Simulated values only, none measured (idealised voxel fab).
The process module that follows is named voxel self aligned vias.
Displayed cross-section: cut, width of 220 nm, square cells sized 5 nm.
Square cells in a grid make up a cross-section in this document, and the grid is given as bands, listed from the top down, each one or more rows of cells. Read a band's entry like this: the first values are the height of its top and the height of its bottom in nm, and what follows is the sequence of materials from left to right, each with its width in nm. Note that "blank" is empty space, and that a single material marked "edge to edge" reaches across the band from edge to edge. Note: height 0 marks the level under which the wafer is uniformly one material as received. Lowest band unbounded below, written "0 and below". A width given as "30..40" starts at the first number in the band's top row and ends at the second number in its bottom row, shifting by an equal amount at every step from row to row. The designation "nothing altered", where it is given for a processing step, indicates that no cell of the cross-section was altered in the course of that step. "Trapped voids" means: voids of 8 cells or more that are shut off from the top with no open way through. Written width x height at distance, distance from the left edge, in nm. Text after the settings on a step's line: the simulator's own remark on that step. overlay nm: for a step with a mask, the amount by which the mask lay right of where it was planned; a negative amount means left of it.

List of planned process steps
1. op RECEIVE | material Si
2. op CONFORMAL_DEP | material SiO2 | thk nm 10
3. op CONFORMAL_DEP | material SiCN | thk nm 5
4. op DIRECTIONAL_DEP | material SiO2 | thk nm 20
5. op MASKED_ETCH | tone open | mask id LINES | width nm 25 | pitch nm 65 | etch materials SiO2 | depth nm 20 | overlay nm 0
6. op CONFORMAL_DEP | material TiN | thk nm 5
7. op FILL_DEP | material W | thk nm 10
8. op CMP | height nm 35
9. op SELECTIVE_ETCH | etch materials W Ru TiN | depth nm 5
10. op FILL_DEP | material SiN | thk nm 5
11. op CMP | height nm 35
12. op DIRECTIONAL_DEP | material SiO2 | thk nm 15
13. op MASKED_ETCH | tone open | mask id VIAS | width nm 35 | etch materials SiO2 | depth nm 15 | overlay nm 0
14. op MASKED_ETCH | tone open | mask id VIAS | width nm 35 | etch materials SiN | depth nm 5 | overlay nm 0
15. op CONFORMAL_DEP | material TiN | thk nm 5
16. op FILL_DEP | material Cu | thk nm 5
17. op CMP | height nm 50
18. op CONFORMAL_DEP | material SiCN | thk nm 5

Shown in cross-section is the wafer as received, that is, as it stands after step 1
* 0 and below  Si edge to edge
* Trapped voids: none

Here's the wafer cut in cross-section after the module, started and planned just like above, except one thing was done wrong in the run
* 55 down to 50  SiCN edge to edge
* 50 down to 45  65 nm TiN / 25 nm Cu / 130 nm TiN
* 45 down to 35  60 nm SiO2 / 5 nm TiN / 25 nm Cu / 5 nm TiN / 125 nm SiO2
* 35 down to 30  60 nm SiO2 / 35 nm TiN / 35 nm SiO2 / 25 nm SiN / 65 nm SiO2
* 30 down to 20  65 nm SiO2 / 5 nm TiN / 15 nm W / 5 nm TiN / 40 nm SiO2 / 5 nm TiN / 15 nm W / 5 nm TiN / 65 nm SiO2
* 20 down to 15  65 nm SiO2 / 25 nm TiN / 40 nm SiO2 / 25 nm TiN / 65 nm SiO2
* 15 down to 10  SiCN edge to edge
* 10 down to 0  SiO2 edge to edge
* 0 and below  Si edge to edge
* Trapped voids: none
Deviation from plan: step 12, actual vs plan mismatch, actual run op DIRECTIONAL_DEP | material SiO2 | thk nm 10
